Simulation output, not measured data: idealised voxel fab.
Name of the process module below: voxel double patterning
For reference, the cross-section in this document is cut, with width 175 nm and square cells of 5 nm.
Bands, listed from the top down, are how a cross-section gets written in this document; the cross-section itself is a grid of square cells, and a band is one or more rows of them.
Each band's line starts with the height of the band's top and of its bottom, in nm. Then come its materials from left to right, each with its width in nm. One material with "edge to edge" fills the band from edge to edge. "empty" is empty space.
Heights are measured from 0, the level below which the as-received wafer is all one material; the lowest band has no bottom and continues downward, written as in "0..down".
The width entry "30->40" should be interpreted row by row: the top row of cells in the band takes the first number, the bottom row takes the second number, and the change between adjacent rows is uniform throughout.
A step reported as "remained the same" is a step in which no cell of the cross-section changed.
If an empty space has no open way to the top and is at least 8 cells in size, "Voids, enclosed" lists it, written width x height at distance, where distance is measured from the left edge and every value is in nm.
after a step's settings: what the simulator itself notes on the step
overlay nm: step with mask; distance mask lay right of planned place; negative value = left of planned place.
Pairs from here to the end. Each: cross-section before one process step, cross-section after it, the latter only as far down as the lowest band that changed. Under each: the step between, and its settings. Mind that the pairs may be taken from different runs of this module on the same starting wafer; whether a pair continues from the pair above depends on its entry headed "Structure before processing", and it does only where that entry says so.

### Structure before processing
> 45..30 = 65 aC  15 empty  35 aC  15 empty  45 aC
> 30..25 = SiCN edge to edge
> 25..5 = SiO2 edge to edge
> 5..0 = SiN edge to edge
> 0..down = Si edge to edge
> Voids, enclosed: none

### Post-Step Geometry
> 45..30 = 65 aC  15 empty  35 aC  15 empty  45 aC
> 30..25 = 65 SiCN  15 empty  35 SiCN  15 empty  45 SiCN
> Below 25, no change.
> Voids, enclosed: none
Which operation links the two cross-sections above? DIRECTIONAL_ETCH: etch materials SiCN, depth nm 5

Structure before processing: equal to the after panel directly above.

### Post-Step Geometry
> 30..25 = 65 SiCN  15 empty  35 SiCN  15 empty  45 SiCN
> Below 25, no change.
> Voids, enclosed: none
Which operation links the two cross-sections above? STRIP: etch materials aC

Structure before processing: equal to the after panel directly above.

### Post-Step Geometry
> 40..35 = 65 aC  15 empty  35 aC  15 empty  45 aC
> 35..30 = aC edge to edge
> 30..25 = 65 SiCN  15 aC  35 SiCN  15 aC  45 SiCN
> Below 25, no change.
> Voids, enclosed: none
Which operation links the two cross-sections above? DIRECTIONAL_DEP: material aC, thk nm 10

Structure before processing: equal to the after panel directly above.

### Post-Step Geometry
> 70..40 = 80 resist  15 empty  80 resist
> 40..35 = 65 aC  15 resist  35 aC  15 resist  45 aC
> Below 35, no change.
> Voids, enclosed: none
Which operation links the two cross-sections above? PATTERN: tone open, mask id SECOND, material resist, width nm 15, thk nm 30, overlay nm 0

Structure before processing: equal to the after panel directly above.

### Post-Step Geometry
> 60..40 = 80 resist  15 empty  80 resist
> 40..35 = 65 aC  15 resist  15 empty  20 aC  15 resist  45 aC
> 35..30 = 80 aC  15 empty  80 aC
> Below 30, no change.
> Voids, enclosed: none
Which operation links the two cross-sections above? DIRECTIONAL_ETCH: etch materials aC, depth nm 10

Structure before processing: equal to the after panel directly above.

### Post-Step Geometry
> 40..35 = 65 aC  30 empty  20 aC  15 empty  45 aC
> Below 35, no change.
> Voids, enclosed: none
Which operation links the two cross-sections above? STRIP: etch materials resist

Structure before processing: equal to the after panel directly above.

### Post-Step Geometry
> 40..35 = 65 aC  30 empty  20 aC  15 empty  45 aC
> 35..30 = 80 aC  15 empty  80 aC
> 30..25 = 65 SiCN  15 aC  15 empty  20 SiCN  15 aC  45 SiCN
> Below 25, no change.
> Voids, enclosed: none
Which operation links the two cross-sections above? DIRECTIONAL_ETCH: etch materials SiCN, depth nm 5

Structure before processing: equal to the after panel directly above.

### Post-Step Geometry
> 30..25 = 65 SiCN  30 empty  20 SiCN  15 empty  45 SiCN
> Below 25, no change.
> Voids, enclosed: none
Which operation links the two cross-sections above? STRIP: etch materials aC

Structure before processing: equal to the after panel directly above.

### Post-Step Geometry
> 30..25 = 65 SiCN  30 empty  20 SiCN  15 empty  45 SiCN
> 25..5 = 65 SiO2  30 empty  20 SiO2  15 empty  45 SiO2
> Below 5, no change.
> Voids, enclosed: none
Which operation links the two cross-sections above? DIRECTIONAL_ETCH: etch materials SiO2, depth nm 20

Structure before processing: equal to the after panel directly above.

### Post-Step Geometry
> 25..5 = 65 SiO2  30 empty  20 SiO2  15 empty  45 SiO2
> Below 5, no change.
> Voids, enclosed: none
Which operation links the two cross-sections above? STRIP: etch materials SiCN

### Structure before processing
> 30..25 = SiCN edge to edge
> 25..5 = SiO2 edge to edge
> 5..0 = SiN edge to edge
> 0..down = Si edge to edge
> Voids, enclosed: none

### Post-Step Geometry
> 45..30 = SiN edge to edge
> Below 30, no change.
> Voids, enclosed: none
Which operation links the two cross-sections above? DIRECTIONAL_DEP: material SiN, thk nm 15

Structure before processing: equal to the after panel directly above.

### Post-Step Geometry
> 75..45 = 55 resist  15 empty  35 resist  15 empty  55 resist
> Below 45, no change.
> Voids, enclosed: none
Which operation links the two cross-sections above? PATTERN: tone open, mask id FIRST, material resist, width nm 15, pitch nm 50, thk nm 30, overlay nm 0

Structure before processing: equal to the after panel directly above.

### Post-Step Geometry
> 60..45 = 55 resist  15 empty  35 resist  15 empty  55 resist
> Below 45, no change.
> Voids, enclosed: none
Which operation links the two cross-sections above? DIRECTIONAL_ETCH: etch materials aC, depth nm 15

Structure before processing: equal to the after panel directly above.

### Post-Step Geometry
> 45..30 = SiN edge to edge
> Below 30, no change.
> Voids, enclosed: none
Which operation links the two cross-sections above? STRIP: etch materials resist

Structure before processing: equal to the after panel directly above.

### Post-Step Geometry
> 55..45 = aC edge to edge
> Below 45, no change.
> Voids, enclosed: none
Which operation links the two cross-sections above? DIRECTIONAL_DEP: material aC, thk nm 10

Structure before processing: equal to the after panel directly above.

### Post-Step Geometry
> 85..55 = 80 resist  15 empty  80 resist
> Below 55, no change.
> Voids, enclosed: none
Which operation links the two cross-sections above? PATTERN: tone open, mask id SECOND, material resist, width nm 15, thk nm 30, overlay nm 0

Structure before processing: equal to the after panel directly above.

### Post-Step Geometry
> 75..55 = 80 resist  15 empty  80 resist
> 55..45 = 80 aC  15 empty  80 aC
> Below 45, no change.
> Voids, enclosed: none
Which operation links the two cross-sections above? DIRECTIONAL_ETCH: etch materials aC, depth nm 10

Structure before processing: equal to the after panel directly above.

### Post-Step Geometry
> 55..45 = 80 aC  15 empty  80 aC
> Below 45, no change.
> Voids, enclosed: none
Which operation links the two cross-sections above? STRIP: etch materials resist

Structure before processing: equal to the after panel directly above.

### Post-Step Geometry
> 45..30 = SiN edge to edge
> Below 30, no change.
> Voids, enclosed: none
Which operation links the two cross-sections above? STRIP: etch materials aC

### Structure before processing
> 45..30 = aC edge to edge
> 30..25 = SiCN edge to edge
> 25..5 = SiO2 edge to edge
> 5..0 = SiN edge to edge
> 0..down = Si edge to edge
> Voids, enclosed: none

### Post-Step Geometry
> 75..45 = 55 empty  15 resist  35 empty  15 resist  55 empty
> Below 45, no change.
> Voids, enclosed: none
Which operation links the two cross-sections above? PATTERN: tone cover, mask id FIRST, material resist, width nm 15, pitch nm 50, thk nm 30, overlay nm 0

Structure before processing: equal to the after panel directly above.

### Post-Step Geometry
> 60..45 = 55 empty  15 resist  35 empty  15 resist  55 empty
> 45..30 = 55 empty  15 aC  35 empty  15 aC  55 empty
> Below 30, no change.
> Voids, enclosed: none
Which operation links the two cross-sections above? DIRECTIONAL_ETCH: etch materials aC, depth nm 15

Structure before processing: equal to the after panel directly above.

### Post-Step Geometry
> 45..30 = 55 empty  15 aC  35 empty  15 aC  55 empty
> Below 30, no change.
> Voids, enclosed: none
Which operation links the two cross-sections above? STRIP: etch materials resist

Structure before processing: equal to the after panel directly above.

### Post-Step Geometry
> 45..30 = 55 empty  15 aC  35 empty  15 aC  55 empty
> 30..25 = 55 empty  15 SiCN  35 empty  15 SiCN  55 empty
> Below 25, no change.
> Voids, enclosed: none
Which operation links the two cross-sections above? DIRECTIONAL_ETCH: etch materials SiCN, depth nm 5

Structure before processing: equal to the after panel directly above.

### Post-Step Geometry
> 30..25 = 55 empty  15 SiCN  35 empty  15 SiCN  55 empty
> Below 25, no change.
> Voids, enclosed: none
Which operation links the two cross-sections above? STRIP: etch materials aC

Structure before processing: equal to the after panel directly above.

### Post-Step Geometry
> 40..35 = 55 empty  15 aC  35 empty  15 aC  55 empty
> 35..30 = aC edge to edge
> 30..25 = 55 aC  15 SiCN  35 aC  15 SiCN  55 aC
> Below 25, no change.
> Voids, enclosed: none
Which operation links the two cross-sections above? DIRECTIONAL_DEP: material aC, thk nm 10

Structure before processing: equal to the after panel directly above.

### Post-Step Geometry
> 70..40 = 80 resist  15 empty  80 resist
> 40..35 = 55 resist  15 aC  10 resist  15 empty  10 resist  15 aC  55 resist
> Below 35, no change.
> Voids, enclosed: none
Which operation links the two cross-sections above? PATTERN: tone open, mask id SECOND, material resist, width nm 15, thk nm 30, overlay nm 0

Structure before processing: equal to the after panel directly above.

### Post-Step Geometry
> 60..40 = 80 resist  15 empty  80 resist
> 40..35 = 55 resist  15 aC  10 resist  15 empty  10 resist  15 aC  55 resist
> 35..30 = 80 aC  15 empty  80 aC
> 30..25 = 55 aC  15 SiCN  10 aC  15 empty  10 aC  15 SiCN  55 aC
> Below 25, no change.
> Voids, enclosed: none
Which operation links the two cross-sections above? DIRECTIONAL_ETCH: etch materials aC, depth nm 10

Structure before processing: equal to the after panel directly above.

### Post-Step Geometry
> 40..35 = 55 empty  15 aC  35 empty  15 aC  55 empty
> Below 35, no change.
> Voids, enclosed: none
Which operation links the two cross-sections above? STRIP: etch materials resist

Structure before processing: equal to the after panel directly above.

### Post-Step Geometry
> 30..25 = 55 empty  15 SiCN  35 empty  15 SiCN  55 empty
> Below 25, no change.
> Voids, enclosed: none
Which operation links the two cross-sections above? STRIP: etch materials aC

Structure before processing: equal to the after panel directly above.

### Post-Step Geometry
> 30..25 = 55 empty  15 SiCN  35 empty  15 SiCN  55 empty
> 25..5 = 55 empty  15 SiO2  35 empty  15 SiO2  55 empty
> Below 5, no change.
> Voids, enclosed: none
Which operation links the two cross-sections above? DIRECTIONAL_ETCH: etch materials SiO2, depth nm 20

Structure before processing: equal to the after panel directly above.

### Post-Step Geometry
> 25..5 = 55 empty  15 SiO2  35 empty  15 SiO2  55 empty
> Below 5, no change.
> Voids, enclosed: none
Which operation links the two cross-sections above? STRIP: etch materials SiCN
